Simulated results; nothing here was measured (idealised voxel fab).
Herein follows the process module entitled voxel released beams.
The width of the displayed cross-section, cut, is 165 nm; its cells are square, with a size of 5 nm.
We lay out every cross-section as a grid of square cells and spell it out in bands from the top down, where one band means one or more rows of cells.
Heights first: top, then bottom, in nm. Then materials, left to right, each with a width in nm. "all across" on a single material: fills the band edge to edge. "air": empty space.
Height datum 0, below which the as-received substrate wafer is one material. Lowest band open at the bottom, running downward: "from 0 down".
The two numbers in a width such as "30 to 40" mark its ends across the band: the first belongs to the top row of cells, the second to the bottom row, and from each row to the next the width moves by the same amount.
"everything unchanged" means the step left every cell of the cross-section as it was.
So "Encapsulated voids" is basically the list of trapped voids: any empty space of 8 cells or more that can't reach the top through an opening. They're written width x height at distance, the distance being from the left edge, and it's all nm.
Anything after a step's settings on that line? It's the simulator's own note about the step.
"overlay nm" on a masked step: distance the mask lay right of its planned place, negative for left.
Set out below are the planned steps of the process:
step 1: RECEIVE with material Si
step 2: CONFORMAL_DEP with material SiN, thk nm 10
step 3: DIRECTIONAL_DEP with material SiO2, thk nm 20
step 4: DIRECTIONAL_DEP with material aC, thk nm 15
step 5: PATTERN with tone open, mask id ANCHOR, material resist, width nm 25, thk nm 30, overlay nm 0
step 6: DIRECTIONAL_ETCH with etch materials aC, depth nm 15
step 7: STRIP with etch materials resist
step 8: DIRECTIONAL_ETCH with etch materials SiO2, depth nm 20
step 9: STRIP with etch materials aC
step 10: CONFORMAL_DEP with material polySi, thk nm 15
step 11: DIRECTIONAL_DEP with material aC, thk nm 15
step 12: PATTERN with tone cover, mask id BEAM, material resist, width nm 95, thk nm 35, overlay nm 0
step 13: DIRECTIONAL_ETCH with etch materials aC, depth nm 15
step 14: STRIP with etch materials resist
step 15: DIRECTIONAL_ETCH with etch materials polySi, depth nm 15
step 16: STRIP with etch materials aC
step 17: STRIP with etch materials SiO2
The plan's step 5 width nm is the first wafer's value; the wafers differ in this setting and start identical.
Cross-section: the first of several wafers in its as-received state, i.e. following step 1:
from 0 down: Si all across
Encapsulated voids: none
Below: a row per wafer. Contents at end of module: for every material, cells gained since receipt (+) or lost since receipt (-); then closed voids:
width nm 25, +66 SiN, +77 polySi, Encapsulated voids: none
width nm 30, +66 SiN, +81 polySi, Encapsulated voids: none
width nm 35, +66 SiN, +81 polySi, Encapsulated voids: none
width nm 40, +66 SiN, +81 polySi, Encapsulated voids: none
width nm 45, +66 SiN, +81 polySi, Encapsulated voids: none
width nm 50, +66 SiN, +81 polySi, Encapsulated voids: none
